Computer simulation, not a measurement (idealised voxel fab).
process module | voxel self aligned contacts
cross-section cut | 285 nm wide | cells 5 nm
A cross-section is a grid of square cells, given in bands from the top down. A band is one or more rows of cells.
Each band's line starts with the height of the band's top and of its bottom, in nm. Then come its materials from left to right, each with its width in nm. One material with "throughout" fills the band from edge to edge. "air" is empty space.
Height 0 is the level under which the wafer as received is all one material. The lowest band goes on downwards, as in "0 down".
A width such as "30 to 40" changes by the same amount from each row of cells to the next, from the band's top row to its bottom row.
"no change" after a step means that no cell of the cross-section changed.
closed voids: empty space of 8 cells or more with no open way to the top, each as width x height at its distance from the left edge, in nm
after a step's settings: what the simulator itself notes on the step
overlay nm, on a step with a mask: how far to the right of its planned place the mask lay; to the left if negative
plan
1 op RECEIVE | material Si
2 op CONFORMAL_DEP | material SiO2 | thk nm 5
3 op DIRECTIONAL_DEP | material polySi | thk nm 25
4 op DIRECTIONAL_DEP | material SiN | thk nm 15
5 op DIRECTIONAL_DEP | material aC | thk nm 15
6 op PATTERN | tone cover | mask id GATE | material resist | width nm 35 | pitch nm 60 | thk nm 30 | overlay nm 0
7 op DIRECTIONAL_ETCH | etch materials aC | depth nm 15
8 op STRIP | etch materials resist
9 op DIRECTIONAL_ETCH | etch materials SiN | depth nm 15
10 op DIRECTIONAL_ETCH | etch materials polySi | depth nm 25
11 op STRIP | etch materials aC
12 op CONFORMAL_DEP | material SiN | thk nm 5
13 op DIRECTIONAL_ETCH | etch materials SiN | depth nm 5
14 op FILL_DEP | material SiO2 | thk nm 15
15 op CMP | height nm 55
16 op DIRECTIONAL_DEP | material aC | thk nm 15
17 op PATTERN | tone open | mask id CONTACT | material resist | width nm 45 | pitch nm 60 | thk nm 35 | overlay nm 0
18 op DIRECTIONAL_ETCH | etch materials aC | depth nm 15
19 op STRIP | etch materials resist
20 op DIRECTIONAL_ETCH | etch materials SiO2 | depth nm 55
21 op STRIP | etch materials aC
22 op CONFORMAL_DEP | material TiN | thk nm 5
23 op FILL_DEP | material Ru | thk nm 5
24 op CMP | height nm 55
25 op CONFORMAL_DEP | material SiCN | thk nm 5
as received, after step 1
  0 down: Si throughout
  closed voids: none
first wafer at the end, as planned
  60 to 55: SiCN throughout
  55 to 45: SiO2 90 | TiN 5 to 20 | Ru 35 to 5 | TiN 5 to 20 | SiO2 15 | TiN 5 to 20 | Ru 35 to 5 | TiN 5 to 20 | SiO2 90
  45 to 30: SiO2 60 | SiN 45 | TiN 5 | Ru 5 | TiN 5 | SiN 45 | TiN 5 | Ru 5 | TiN 5 | SiN 45 | SiO2 60
  30 to 5: SiO2 60 | SiN 5 | polySi 35 | SiN 5 | TiN 5 | Ru 5 | TiN 5 | SiN 5 | polySi 35 | SiN 5 | TiN 5 | Ru 5 | TiN 5 | SiN 5 | polySi 35 | SiN 5 | SiO2 60
  5 to 0: SiO2 105 | TiN 15 | SiO2 45 | TiN 15 | SiO2 105
  0 down: Si throughout
  closed voids: none
second wafer at the end: like start, like plan, one mistake
  60 to 55: SiCN throughout
  55 to 45: SiO2 85 | TiN 5 to 25 | Ru 35 to 5 | TiN 5 to 15 | SiO2 15 | TiN 5 to 25 | Ru 35 to 5 | TiN 5 to 15 | SiO2 95
  45 to 30: SiO2 60 | SiN 45 | TiN 5 | Ru 5 | TiN 5 | SiN 45 | TiN 5 | Ru 5 | TiN 5 | SiN 45 | SiO2 60
  30 to 5: SiO2 60 | SiN 5 | polySi 35 | SiN 5 | TiN 5 | Ru 5 | TiN 5 | SiN 5 | polySi 35 | SiN 5 | TiN 5 | Ru 5 | TiN 5 | SiN 5 | polySi 35 | SiN 5 | SiO2 60
  5 to 0: SiO2 105 | TiN 15 | SiO2 45 | TiN 15 | SiO2 105
  0 down: Si throughout
  closed voids: none
what went wrong: step 17 ran as: op PATTERN | tone open | mask id CONTACT | material resist | width nm 45 | pitch nm 60 | thk nm 35 | overlay nm -5
at the end the second wafer has, in cells: as many of each material as the first, in other places
